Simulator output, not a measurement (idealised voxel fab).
Documented hereafter: the process module known as voxel released beams.
Section cut is 205 nm wide and gridded with 5 nm square cells.
Cross-section, as written here: a square-cell grid given band by band from the top down, where a band holds one or more rows of cells.
A band entry consists of two parts. The first gives the height of the band's top and the height of its bottom, in nm. The rest lists the band's materials from left to right, each with its width in nm. A single material labelled with the word "full width" fills the band from edge to edge, and the word "blank" marks empty space.
Zero point of the height axis is 0; under it, received wafer = one material. Lowest band: continues down indefinitely, "from 0 down".
Read "30..40" as a graded width: first number on top, second number at the bottom, same change between each pair of neighbouring rows.
"nothing was modified" after a step means that no cell of the cross-section changed.
"Catalogued sealed voids" specifies each empty space that is not open to the top and that occupies no fewer than 8 cells, using the form width x height at distance, the distance measured from the left edge and all three quantities in nm.
That trailing text on a step's line, after the settings, is the simulator's own remark on the step.
"overlay nm" answers the question of how far to the right of plan the mask lay on a step that has a mask, and when it is negative the answer is to the left.

List of planned process steps:
- 1: op RECEIVE | material Si
- 2: op CONFORMAL_DEP | material SiN | thk nm 5
- 3: op DIRECTIONAL_DEP | material SiO2 | thk nm 20
- 4: op MASKED_ETCH | tone open | mask id ANCHOR | width nm 25 | etch materials SiO2 | depth nm 20 | overlay nm 0
- 5: op CONFORMAL_DEP | material polySi | thk nm 10
- 6: op PATTERN | tone cover | mask id BEAM | material resist | width nm 80 | thk nm 20 | overlay nm 0
- 7: op DIRECTIONAL_ETCH | etch materials polySi | depth nm 10
- 8: op STRIP | etch materials resist
- 9: op STRIP | etch materials SiO2

Incoming wafer, cross-sectional view, post step 1:
    from 0 down  Si full width
    Catalogued sealed voids: none

End-of-module cross-section of the first of two wafers, processed as planned:
    from 35 to 25  60 of blank / 15 of polySi / 5 of blank / 60 of polySi / 65 of blank
    from 25 to 15  65 of blank / 10 of polySi / 5 of blank / 10 of polySi / 115 of blank
    from 15 to 5  65 of blank / 25 of polySi / 115 of blank
    from 5 to 0  SiN full width
    from 0 down  Si full width
    Catalogued sealed voids: none

Second wafer cross-section at end of module - shared start and plan with the first, one mistake in the run:
    from 35 to 25  65 of blank / 10 of polySi / 5 of blank / 65 of polySi / 60 of blank
    from 25 to 15  65 of blank / 10 of polySi / 5 of blank / 10 of polySi / 115 of blank
    from 15 to 5  65 of blank / 25 of polySi / 115 of blank
    from 5 to 0  SiN full width
    from 0 down  Si full width
    Catalogued sealed voids: none
Heads up, the wafer didn't run the way we planned it: heads up, step 6 didn't go per plan, it actually ran as op PATTERN | tone cover | mask id BEAM | material resist | width nm 80 | thk nm 20 | overlay nm 5
at the end the second wafer has, in cells: as many of each material as the first, in other places
